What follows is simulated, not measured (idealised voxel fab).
The process module that follows is named voxel transistor to metal.
Section cut is 200 nm wide and gridded with 5 nm square cells.
Just so we're on the same page, the cross-sections are grids of square cells, and they're listed out in bands top to bottom, each band one or more rows deep.
The band entry comprises the height of the band's top followed by the height of its bottom, expressed in nm, and subsequently the band's materials from left to right, each stated together with its width in nm. Where a single material is marked with the word "edge to edge", that material fills the band from edge to edge. The word "blank" represents empty space.
Heights are expressed relative to 0, this being the level below which the as-received wafer comprises one material exclusively. The lowest band is unbounded in the downward direction and is denoted as in "0 nm and below".
A two-number width, for instance "30->40", indicates that the width is equal to the first number in the top row of the band and to the second number in the bottom row, and that it changes by a constant amount per row of cells.
Key: "no change" - step with no changed cell in the cross-section.
This entry, "Closed void register", enumerates those empty regions of no fewer than 8 cells that possess no open connection to the top. Each region is reported in the form width x height at distance, the distance being taken from the left edge, with all three quantities expressed in nm.
Text after the settings on a step's line: the simulator's own remark on that step.
overlay nm: mask right of planned place by this much (step with mask). Neg. = left.
Steps in the process plan
1,RECEIVE [material Si]
2,OXIDIZE [depth nm 5]
3,CONFORMAL_DEP [material SiN] [thk nm 10]
4,DIRECTIONAL_DEP [material aC] [thk nm 10]
5,PATTERN [tone cover] [mask id ACTIVE] [material resist] [width nm 115] [thk nm 30] [overlay nm 0]
6,DIRECTIONAL_ETCH [etch materials aC] [depth nm 10]
7,STRIP [etch materials resist]
8,DIRECTIONAL_ETCH [etch materials SiN] [depth nm 10]
9,DIRECTIONAL_ETCH [etch materials SiO2] [depth nm 5]
10,DIRECTIONAL_ETCH [etch materials Si] [depth nm 20]
11,STRIP [etch materials aC]
12,OXIDIZE [depth nm 5]
13,FILL_DEP [material SiO2] [thk nm 5]
14,CMP [height nm 10]
15,SELECTIVE_ETCH [etch materials SiO2] [depth nm 5]
16,STRIP [etch materials SiN]
17,SELECTIVE_ETCH [etch materials SiO2] [depth nm 5]
18,OXIDIZE [depth nm 5]
19,DIRECTIONAL_DEP [material polySi] [thk nm 25]
20,DIRECTIONAL_DEP [material SiCN] [thk nm 15]
21,PATTERN [tone cover] [mask id GATE] [material resist] [width nm 35] [thk nm 15] [overlay nm 0]
22,DIRECTIONAL_ETCH [etch materials SiCN] [depth nm 25]
23,DIRECTIONAL_ETCH [etch materials polySi] [depth nm 35]
24,STRIP [etch materials resist]
25,CONFORMAL_DEP [material SiN] [thk nm 5]
26,DIRECTIONAL_ETCH [etch materials SiN] [depth nm 5]
27,DIRECTIONAL_ETCH [etch materials SiO2] [depth nm 5]
28,DIRECTIONAL_ETCH [etch materials Si] [depth nm 10]
29,EPI [material pSi] [thk nm 15]
30,FILL_DEP [material SiO2] [thk nm 10]
31,CMP [height nm 20]
32,STRIP [etch materials polySi]
33,SELECTIVE_ETCH [etch materials SiO2] [depth nm 5]
34,CONFORMAL_DEP [material HfO2] [thk nm 5]
35,CONFORMAL_DEP [material TiN] [thk nm 5]
36,FILL_DEP [material W] [thk nm 10]
37,CMP [height nm 15]
38,DIRECTIONAL_DEP [material SiO2] [thk nm 10]
39,MASKED_ETCH [tone open] [mask id CONTACT] [width nm 15] [pitch nm 80] [etch materials SiO2] [depth nm 30] [overlay nm 0]
40,CONFORMAL_DEP [material TiN] [thk nm 5]
41,FILL_DEP [material Ru] [thk nm 10]
42,CMP [height nm 25]
43,CONFORMAL_DEP [material SiN] [thk nm 5]
44,DIRECTIONAL_DEP [material SiO2] [thk nm 20]
45,MASKED_ETCH [tone open] [mask id METAL_1] [width nm 15] [pitch nm 80] [etch materials SiO2] [depth nm 20] [overlay nm 0]
46,MASKED_ETCH [tone open] [mask id METAL_1] [width nm 15] [pitch nm 80] [etch materials SiN] [depth nm 5] [overlay nm -15]
47,CONFORMAL_DEP [material TiN] [thk nm 5]
48,FILL_DEP [material Cu] [thk nm 5]
49,CMP [height nm 50]
50,EPI [material Ru] [thk nm 5]
51,FILL_DEP [material SiCN] [thk nm 5]
The value of overlay nm given for step 46 in the plan refers to the first wafer; the wafers vary in this setting and are alike at the start.
The first of several wafers in cross-section, exactly as it reached us after step 1
> 0 nm and below: Si edge to edge
> Closed void register: none
Wafer cross-section (first of several) - module end, post step 51 (last step)
> 60 nm to 55 nm: SiCN edge to edge
> 55 nm to 50 nm: 45 of SiCN  25 of Ru  55 of SiCN  25 of Ru  50 of SiCN
> 50 nm to 35 nm: 50 of SiO2  5 of TiN  5 of Cu  5 of TiN  65 of SiO2  5 of TiN  5 of Cu  5 of TiN  55 of SiO2
> 35 nm to 30 nm: 50 of SiO2  15 of TiN  65 of SiO2  15 of TiN  55 of SiO2
> 30 nm to 25 nm: SiN edge to edge
> 25 nm to 15 nm: 50 of SiO2  5 of TiN  5 of Ru  5 of TiN  65 of SiO2  5 of TiN  5 of Ru  5 of TiN  55 of SiO2
> 15 nm to 10 nm: 50 of SiO2  5 of TiN  5 of Ru  5 of TiN  10 of SiO2  5 of SiN  5 of HfO2  5 of TiN  15 of W  5 of TiN  5 of HfO2  5 of SiN  10 of SiO2  5 of TiN  5 of Ru  5 of TiN  55 of SiO2
> 10 nm to 5 nm: 50 of SiO2  15 of TiN  10 of SiO2  5 of SiN  5 of HfO2  5 of TiN  15 of W  5 of TiN  5 of HfO2  5 of SiN  10 of SiO2  15 of TiN  55 of SiO2
> 5 nm to 0 nm: 50 of SiO2  10 of TiN  15 of pSi  5 of SiN  5 of HfO2  5 of TiN  15 of W  5 of TiN  5 of HfO2  5 of SiN  15 of pSi  10 of TiN  55 of SiO2
> 0 nm to -5 nm: 35 of SiO2  5 of SiN  10 of SiO2  10 of TiN  15 of pSi  5 of SiN  5 of HfO2  25 of TiN  5 of HfO2  5 of SiN  15 of pSi  10 of TiN  10 of SiO2  5 of SiN  40 of SiO2
> -5 nm to -10 nm: 40 of SiO2  35 of pSi  45 of HfO2  35 of pSi  45 of SiO2
> -10 nm to -20 nm: 45 of SiO2  30 of pSi  45 of Si  30 of pSi  50 of SiO2
> -20 nm to -30 nm: 45 of SiO2  105 of Si  50 of SiO2
> -30 nm and below: Si edge to edge
> Closed void register: none
Cross-section of the last wafer at end of module
> 60 nm to 55 nm: SiCN edge to edge
> 55 nm to 50 nm: 45 of SiCN  25 of Ru  55 of SiCN  25 of Ru  50 of SiCN
> 50 nm to 35 nm: 50 of SiO2  5 of TiN  5 of Cu  5 of TiN  65 of SiO2  5 of TiN  5 of Cu  5 of TiN  55 of SiO2
> 35 nm to 30 nm: 50 of SiO2  15 of TiN  65 of SiO2  15 of TiN  55 of SiO2
> 30 nm to 25 nm: SiN edge to edge
> 25 nm to 15 nm: 50 of SiO2  5 of TiN  5 of Ru  5 of TiN  65 of SiO2  5 of TiN  5 of Ru  5 of TiN  55 of SiO2
> 15 nm to 10 nm: 50 of SiO2  5 of TiN  5 of Ru  5 of TiN  10 of SiO2  5 of SiN  5 of HfO2  5 of TiN  15 of W  5 of TiN  5 of HfO2  5 of SiN  10 of SiO2  5 of TiN  5 of Ru  5 of TiN  55 of SiO2
> 10 nm to 5 nm: 50 of SiO2  15 of TiN  10 of SiO2  5 of SiN  5 of HfO2  5 of TiN  15 of W  5 of TiN  5 of HfO2  5 of SiN  10 of SiO2  15 of TiN  55 of SiO2
> 5 nm to 0 nm: 50 of SiO2  10 of TiN  15 of pSi  5 of SiN  5 of HfO2  5 of TiN  15 of W  5 of TiN  5 of HfO2  5 of SiN  15 of pSi  10 of TiN  55 of SiO2
> 0 nm to -5 nm: 35 of SiO2  5 of SiN  10 of SiO2  10 of TiN  15 of pSi  5 of SiN  5 of HfO2  25 of TiN  5 of HfO2  5 of SiN  15 of pSi  10 of TiN  10 of SiO2  5 of SiN  40 of SiO2
> -5 nm to -10 nm: 40 of SiO2  35 of pSi  45 of HfO2  35 of pSi  45 of SiO2
> -10 nm to -20 nm: 45 of SiO2  30 of pSi  45 of Si  30 of pSi  50 of SiO2
> -20 nm to -30 nm: 45 of SiO2  105 of Si  50 of SiO2
> -30 nm and below: Si edge to edge
> Closed void register: none
End of module, by wafer: material-by-material cell gain (+) or loss (-) since receipt, then closed voids
overlay nm -15, +6 Cu, +17 HfO2, +16 Ru, -180 Si, +70 SiCN, +50 SiN, +387 SiO2, +55 TiN, +9 W, +50 pSi, Closed void register: none
overlay nm -10, +6 Cu, +17 HfO2, +16 Ru, -180 Si, +70 SiCN, +48 SiN, +387 SiO2, +57 TiN, +9 W, +50 pSi, Closed void register: none
overlay nm -5, +6 Cu, +17 HfO2, +16 Ru, -180 Si, +70 SiCN, +46 SiN, +387 SiO2, +59 TiN, +9 W, +50 pSi, Closed void register: none
overlay nm 0, +8 Cu, +17 HfO2, +16 Ru, -180 Si, +70 SiCN, +44 SiN, +387 SiO2, +59 TiN, +9 W, +50 pSi, Closed void register: none
overlay nm 5, +6 Cu, +17 HfO2, +16 Ru, -180 Si, +70 SiCN, +46 SiN, +387 SiO2, +59 TiN, +9 W, +50 pSi, Closed void register: none
overlay nm 10, +6 Cu, +17 HfO2, +16 Ru, -180 Si, +70 SiCN, +48 SiN, +387 SiO2, +57 TiN, +9 W, +50 pSi, Closed void register: none
overlay nm 15, +6 Cu, +17 HfO2, +16 Ru, -180 Si, +70 SiCN, +50 SiN, +387 SiO2, +55 TiN, +9 W, +50 pSi, Closed void register: none
